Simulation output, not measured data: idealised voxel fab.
The process module presented herein is designated voxel transistor to metal.
This is section cut - it's 140 nm across, gridded in 5 nm square cells.
Square cells in a grid make up a cross-section in this document, and the grid is given as bands, listed from the top down, each one or more rows of cells. Within each band entry, the heights of the top and of the bottom of the band appear first, in that order and in nm; the materials of the band then follow from left to right, each with its corresponding width in nm. The designation "all across" on a single material indicates that it fills the band from edge to edge; the designation "empty" indicates empty space. Below 0: as-received wafer, all one material; heights counted from there. Lowest band: no bottom, goes on down, written "0 down". A width such as "30->40" changes by the same amount from each row of cells to the next, from the band's top row to its bottom row. Reading "no alteration" for a step: not a cell of the cross-section changed in it. Closed-off voids of 8+ cells (no open route to the top) go in "Voids, sealed", written width x height at distance from the left edge, in nm. Note: text after step settings on the step line = simulator remark on that step. overlay nm: for a step with a mask, the amount by which the mask lay right of where it was planned; a negative amount means left of it.

Below is the list of planned process steps
- 1: RECEIVE | material Si
- 2: CONFORMAL_DEP | material SiO2 | thk nm 5
- 3: CONFORMAL_DEP | material SiN | thk nm 10
- 4: MASKED_ETCH | tone cover | mask id ACTIVE | width nm 100 | etch materials SiN | depth nm 10 | overlay nm 0
- 5: MASKED_ETCH | tone cover | mask id ACTIVE | width nm 100 | etch materials SiO2 | depth nm 5 | overlay nm 0
- 6: MASKED_ETCH | tone cover | mask id ACTIVE | width nm 100 | etch materials Si | depth nm 35 | overlay nm 0
- 7: FILL_DEP | material SiO2 | thk nm 10
- 8: CMP | height nm 15
- 9: SELECTIVE_ETCH | etch materials SiO2 | depth nm 5
- 10: STRIP | etch materials SiN
- 11: SELECTIVE_ETCH | etch materials SiO2 | depth nm 5
- 12: OXIDIZE | depth nm 5
- 13: DIRECTIONAL_DEP | material polySi | thk nm 25
- 14: DIRECTIONAL_DEP | material SiCN | thk nm 10
- 15: MASKED_ETCH | tone cover | mask id GATE | width nm 30 | etch materials SiCN | depth nm 20 | overlay nm 0
- 16: MASKED_ETCH | tone cover | mask id GATE | width nm 30 | etch materials polySi | depth nm 35 | overlay nm 0
- 17: CONFORMAL_DEP | material SiN | thk nm 10
- 18: DIRECTIONAL_ETCH | etch materials SiN | depth nm 10
- 19: DIRECTIONAL_ETCH | etch materials SiO2 | depth nm 5
- 20: DIRECTIONAL_ETCH | etch materials Si | depth nm 15
- 21: EPI | material SiGe | thk nm 15
- 22: FILL_DEP | material SiO2 | thk nm 10
- 23: CMP | height nm 25
- 24: STRIP | etch materials polySi
- 25: SELECTIVE_ETCH | etch materials SiO2 | depth nm 5
- 26: CONFORMAL_DEP | material HfO2 | thk nm 5
- 27: CONFORMAL_DEP | material TiN | thk nm 5
- 28: FILL_DEP | material W | thk nm 10
- 29: CMP | height nm 20
- 30: DIRECTIONAL_DEP | material SiO2 | thk nm 10
- 31: MASKED_ETCH | tone open | mask id CONTACT | width nm 15 | pitch nm 75 | etch materials SiO2 | depth nm 20 | overlay nm 0
- 32: CONFORMAL_DEP | material TiN | thk nm 5
- 33: FILL_DEP | material W | thk nm 10
- 34: CMP | height nm 30
- 35: CONFORMAL_DEP | material SiN | thk nm 5
- 36: DIRECTIONAL_DEP | material lowk | thk nm 20
- 37: MASKED_ETCH | tone open | mask id METAL_1 | width nm 15 | pitch nm 75 | etch materials lowk | depth nm 20 | overlay nm 0
- 38: MASKED_ETCH | tone open | mask id METAL_1 | width nm 15 | pitch nm 75 | etch materials SiN | depth nm 5 | overlay nm 0
- 39: CONFORMAL_DEP | material TiN | thk nm 5
- 40: FILL_DEP | material Cu | thk nm 10
- 41: CMP | height nm 55
- 42: CONFORMAL_DEP | material SiN | thk nm 5

Cross-section: wafer on arrival = after step 1
> 0 down = Si all across
> Voids, sealed: none

Wafer cross-section at end of module: start and plan as shown above, one execution error
> 60 to 55 = SiN all across
> 55 to 40 = 15 nm lowk; 5 nm TiN; 5 nm Cu; 5 nm TiN; 60 nm lowk; 5 nm TiN; 5 nm Cu; 5 nm TiN; 35 nm lowk
> 40 to 35 = 15 nm lowk; 15 nm TiN; 60 nm lowk; 15 nm TiN; 35 nm lowk
> 35 to 30 = 25 nm SiN; 5 nm TiN; 70 nm SiN; 5 nm TiN; 35 nm SiN
> 30 to 20 = 25 nm SiO2; 5 nm TiN; 5 nm W; 5 nm TiN; 60 nm SiO2; 5 nm TiN; 5 nm W; 5 nm TiN; 25 nm SiO2
> 20 to 15 = 25 nm SiO2; 5 nm TiN; 5 nm W; 5 nm TiN; 5 nm SiO2; 10 nm SiN; 5 nm HfO2; 5 nm TiN; 10 nm W; 5 nm TiN; 5 nm HfO2; 10 nm SiN; 5 nm SiO2; 5 nm TiN; 5 nm W; 5 nm TiN; 25 nm SiO2
> 15 to 10 = 25 nm SiO2; 15 nm TiN; 5 nm SiO2; 10 nm SiN; 5 nm HfO2; 5 nm TiN; 10 nm W; 5 nm TiN; 5 nm HfO2; 10 nm SiN; 5 nm SiO2; 15 nm TiN; 25 nm SiO2
> 10 to 5 = 20 nm SiO2; 25 nm SiGe; 10 nm SiN; 5 nm HfO2; 5 nm TiN; 10 nm W; 5 nm TiN; 5 nm HfO2; 10 nm SiN; 25 nm SiGe; 20 nm SiO2
> 5 to 0 = 15 nm SiO2; 10 nm SiN; 20 nm SiGe; 10 nm SiN; 5 nm HfO2; 20 nm TiN; 5 nm HfO2; 10 nm SiN; 20 nm SiGe; 10 nm SiN; 15 nm SiO2
> 0 to -5 = 25 nm SiO2; 20 nm SiGe; 5 nm SiO2; 40 nm HfO2; 5 nm SiO2; 20 nm SiGe; 25 nm SiO2
> -5 to -20 = 20 nm SiO2; 5 nm Si; 20 nm SiGe; 50 nm Si; 20 nm SiGe; 5 nm Si; 20 nm SiO2
> -20 to -35 = 20 nm SiO2; 100 nm Si; 20 nm SiO2
> -35 down = Si all across
> Voids, sealed: none
The plan and the run diverged here: step 37: run off-plan, actual operation and settings MASKED_ETCH | tone open | mask id METAL_1 | width nm 15 | pitch nm 75 | etch materials lowk | depth nm 20 | overlay nm -10
